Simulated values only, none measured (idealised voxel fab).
Module name: voxel self aligned contacts (process module)
Square cell edge 5 nm, section width 210 nm, ID cut.
A cross-section in this document is a grid of square cells, and it is written down as bands, the top band listed before the ones below it; a band is made up of one or more rows of cells.
Top height, bottom height, nm. Materials left to right, width each, nm. Single material + "edge to edge" = fills band edge to edge. "empty" = empty.
Heights are reckoned from 0. Under this level, the received wafer is all of one material. The bottommost band is open-ended downward, for example "from 0 down".
You'd read "30 to 40" like this: the band's top row of cells is as wide as the first number, its bottom row is as wide as the second, and going down, every row changes width by the same amount as the row before did.
Where a step carries "nothing changed", the cross-section came out of it unchanged, cell for cell.
Voids not open to the top, 8 cells minimum: see "Enclosed void catalog". Written width x height at distance; distance is from the left edge; nm.
The remark found on a step's line after its settings is issued by the simulator itself and pertains to that step.
overlay nm: mask offset rightward from planned place, masked step; negative means leftward offset.

## Process steps foreseen in the plan
1: op RECEIVE | material Si
2: op OXIDIZE | depth nm 5
3: op DIRECTIONAL_DEP | material polySi | thk nm 20
4: op DIRECTIONAL_DEP | material SiN | thk nm 15
5: op MASKED_ETCH | tone cover | mask id GATE | width nm 35 | pitch nm 65 | etch materials SiN | depth nm 15 | overlay nm 0
6: op MASKED_ETCH | tone cover | mask id GATE | width nm 35 | pitch nm 65 | etch materials polySi | depth nm 20 | overlay nm 0
7: op CONFORMAL_DEP | material SiN | thk nm 5
8: op DIRECTIONAL_ETCH | etch materials SiN | depth nm 5
9: op FILL_DEP | material SiO2 | thk nm 10
10: op CMP | height nm 40
11: op MASKED_ETCH | tone open | mask id CONTACT | width nm 50 | etch materials SiO2 | depth nm 45 | overlay nm 0
12: op CONFORMAL_DEP | material TiN | thk nm 5
13: op FILL_DEP | material W | thk nm 10
14: op CMP | height nm 40
15: op CONFORMAL_DEP | material SiN | thk nm 5

## Delivered wafer in cross-section: state after step 1
from 0 down  Si edge to edge
Enclosed void catalog: none

## Module complete, cross-section. Starting point and plan per above. One mistake made in running the module
from 45 to 40  SiN edge to edge
from 40 to 35  SiO2=80, then TiN=20, then W=10, then TiN=20, then SiO2=80
from 35 to 20  SiO2=50, then SiN=5, then polySi=35, then SiN=5, then TiN=5, then W=10, then TiN=5, then SiN=5, then polySi=35, then SiN=5, then SiO2=50
from 20 to 15  SiO2=50, then SiN=5, then polySi=35, then SiN=5, then TiN=20, then SiN=5, then polySi=35, then SiN=5, then SiO2=50
from 15 to 0  SiN edge to edge
from 0 to -5  SiO2 edge to edge
from -5 down  Si edge to edge
Enclosed void catalog: none
Want to know what went wrong? step 4 occupied the plan position of step 3, and the converse holds as well
